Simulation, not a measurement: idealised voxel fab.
This section sets out a process module, namely voxel ribs on slabs.
In the cross-section labelled cut, the width is 295 nm and each square cell is 5 nm.
In what follows, cross-sections appear as grids of square cells, described through bands that run from the top down, where every band is one or more rows of cells.
It is stipulated that each band's entry specify, in nanometres, the height of the top of the band and then that of its bottom, followed by the materials of the band in left-to-right sequence, each together with its width in nanometres. A single material marked by the word "full width" is understood to fill the band from edge to edge; the word "blank" is understood to denote empty space.
For the purposes of this specification, 0 denotes the height below which the wafer in its as-received condition is composed wholly of one material, and the lowermost band, lacking a lower limit, extends downward without end, as expressed in "0 nm and below".
When a width is written as two numbers, as in "30..40", the first number is the width in the top row of cells of the band and the second is the width in its bottom row, and the width changes by the same amount from each row to the next.
"no modification" (step): cross-section cells unchanged, all of them.
"Sealed void inventory" means: voids of 8 cells or more that are shut off from the top with no open way through. Written width x height at distance, distance from the left edge, in nm.
Whatever follows a step's settings on its line is a remark the simulator itself makes about that step.
overlay nm: how far to the right of its planned place the mask lay on this masked step (negative: to the left).

List of planned process steps:
- 1: RECEIVE, material Si
- 2: DIRECTIONAL_DEP, material SiO2, thk nm 20
- 3: DIRECTIONAL_DEP, material SiN, thk nm 25
- 4: MASKED_ETCH, tone cover, mask id RIB, width nm 30, etch materials SiN, depth nm 5, overlay nm -15
- 5: PATTERN, tone cover, mask id SLAB, material resist, width nm 60, thk nm 20, overlay nm 0
- 6: DIRECTIONAL_ETCH, etch materials SiN, depth nm 20
- 7: STRIP, etch materials resist
- 8: FILL_DEP, material SiO2, thk nm 25
- 9: CMP, height nm 65
- 10: DIRECTIONAL_DEP, material W, thk nm 5
- 11: DIRECTIONAL_DEP, material aC, thk nm 10
- 12: PATTERN, tone cover, mask id HEATER, material resist, width nm 40, thk nm 30, overlay nm 0
- 13: DIRECTIONAL_ETCH, etch materials aC, depth nm 10
- 14: STRIP, etch materials resist
- 15: DIRECTIONAL_ETCH, etch materials W, depth nm 5
- 16: STRIP, etch materials aC
- 17: CONFORMAL_DEP, material SiO2, thk nm 5
Across this set of wafers, the varied parameter is the overlay nm of step 4. Starting conditions are identical for every wafer, and the plan reports the value assigned to the first wafer.

The first of several wafers in cross-section, exactly as it reached us after step 1:
> 0 nm and below = Si full width
> Sealed void inventory: none

Below is a per-wafer table. In it, each row describes the wafer at the end of the module by giving, for each material, the number of cells gained (+) or lost (-) since the wafer was received, and after that the closed voids of the wafer:
overlay nm -15; +54 SiN; +774 SiO2; +8 W; Sealed void inventory: none
overlay nm -10; +54 SiN; +774 SiO2; +8 W; Sealed void inventory: none
overlay nm -5; +54 SiN; +774 SiO2; +8 W; Sealed void inventory: none
overlay nm 0; +54 SiN; +774 SiO2; +8 W; Sealed void inventory: none
overlay nm 5; +54 SiN; +774 SiO2; +8 W; Sealed void inventory: none
overlay nm 10; +54 SiN; +774 SiO2; +8 W; Sealed void inventory: none
overlay nm 15; +54 SiN; +774 SiO2; +8 W; Sealed void inventory: none
